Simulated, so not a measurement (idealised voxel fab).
process module | voxel self aligned vias
cross-section cut | 225 nm wide | cells 5 nm
A cross-section is a grid of square cells, given in bands from the top down. A band is one or more rows of cells.
Each band's line starts with the height of the band's top and of its bottom, in nm. Then come its materials from left to right, each with its width in nm. One material with "throughout" fills the band from edge to edge. "air" is empty space.
Height 0 is the level under which the wafer as received is all one material. The lowest band goes on downwards, as in "0 down".
A width such as "30 to 40" changes by the same amount from each row of cells to the next, from the band's top row to its bottom row.
"no change" after a step means that no cell of the cross-section changed.
closed voids: empty space of 8 cells or more with no open way to the top, each as width x height at its distance from the left edge, in nm
after a step's settings: what the simulator itself notes on the step
overlay nm, on a step with a mask: how far to the right of its planned place the mask lay; to the left if negative
plan
1 op RECEIVE | material Si
2 op CONFORMAL_DEP | material SiO2 | thk nm 10
3 op CONFORMAL_DEP | material SiCN | thk nm 5
4 op DIRECTIONAL_DEP | material lowk | thk nm 20
5 op PATTERN | tone open | mask id LINES | material resist | width nm 20 | pitch nm 60 | thk nm 15 | overlay nm 0
6 op DIRECTIONAL_ETCH | etch materials lowk | depth nm 20
7 op STRIP | etch materials resist
8 op CONFORMAL_DEP | material TiN | thk nm 5
9 op FILL_DEP | material W | thk nm 5
10 op CMP | height nm 35
11 op SELECTIVE_ETCH | etch materials W Ru TiN | depth nm 5
12 op FILL_DEP | material SiN | thk nm 10
13 op CMP | height nm 35
14 op DIRECTIONAL_DEP | material lowk | thk nm 15
15 op DIRECTIONAL_DEP | material aC | thk nm 15
16 op PATTERN | tone open | mask id VIAS | material resist | width nm 40 | pitch nm 60 | thk nm 30 | overlay nm -15
17 op DIRECTIONAL_ETCH | etch materials aC | depth nm 15
18 op STRIP | etch materials resist
19 op DIRECTIONAL_ETCH | etch materials lowk | depth nm 15
20 op DIRECTIONAL_ETCH | etch materials SiN | depth nm 5
21 op STRIP | etch materials aC
22 op CONFORMAL_DEP | material TiN | thk nm 5
23 op FILL_DEP | material Cu | thk nm 5
24 op CMP | height nm 50
25 op CONFORMAL_DEP | material SiN | thk nm 5
varied across the wafers: overlay nm of step 16. The plan shows the first wafer's value. All wafers start alike
first wafer as received, after step 1
  0 down: Si throughout
  closed voids: none
each wafer at the end: cells of each material gained (+) or lost (-) since it was received, then its closed voids
overlay nm -15 | +26 Cu | +45 SiCN | +47 SiN | +90 SiO2 | +44 TiN | +8 W | +235 lowk | closed voids: none
overlay nm -10 | +28 Cu | +45 SiCN | +45 SiN | +90 SiO2 | +44 TiN | +8 W | +235 lowk | closed voids: none
overlay nm -5 | +28 Cu | +45 SiCN | +45 SiN | +90 SiO2 | +44 TiN | +8 W | +235 lowk | closed voids: none
overlay nm 0 | +28 Cu | +45 SiCN | +45 SiN | +90 SiO2 | +44 TiN | +8 W | +235 lowk | closed voids: none
overlay nm 5 | +28 Cu | +45 SiCN | +45 SiN | +90 SiO2 | +44 TiN | +8 W | +235 lowk | closed voids: none
overlay nm 10 | +28 Cu | +45 SiCN | +45 SiN | +90 SiO2 | +44 TiN | +8 W | +235 lowk | closed voids: none
overlay nm 15 | +26 Cu | +45 SiCN | +47 SiN | +90 SiO2 | +44 TiN | +8 W | +235 lowk | closed voids: none
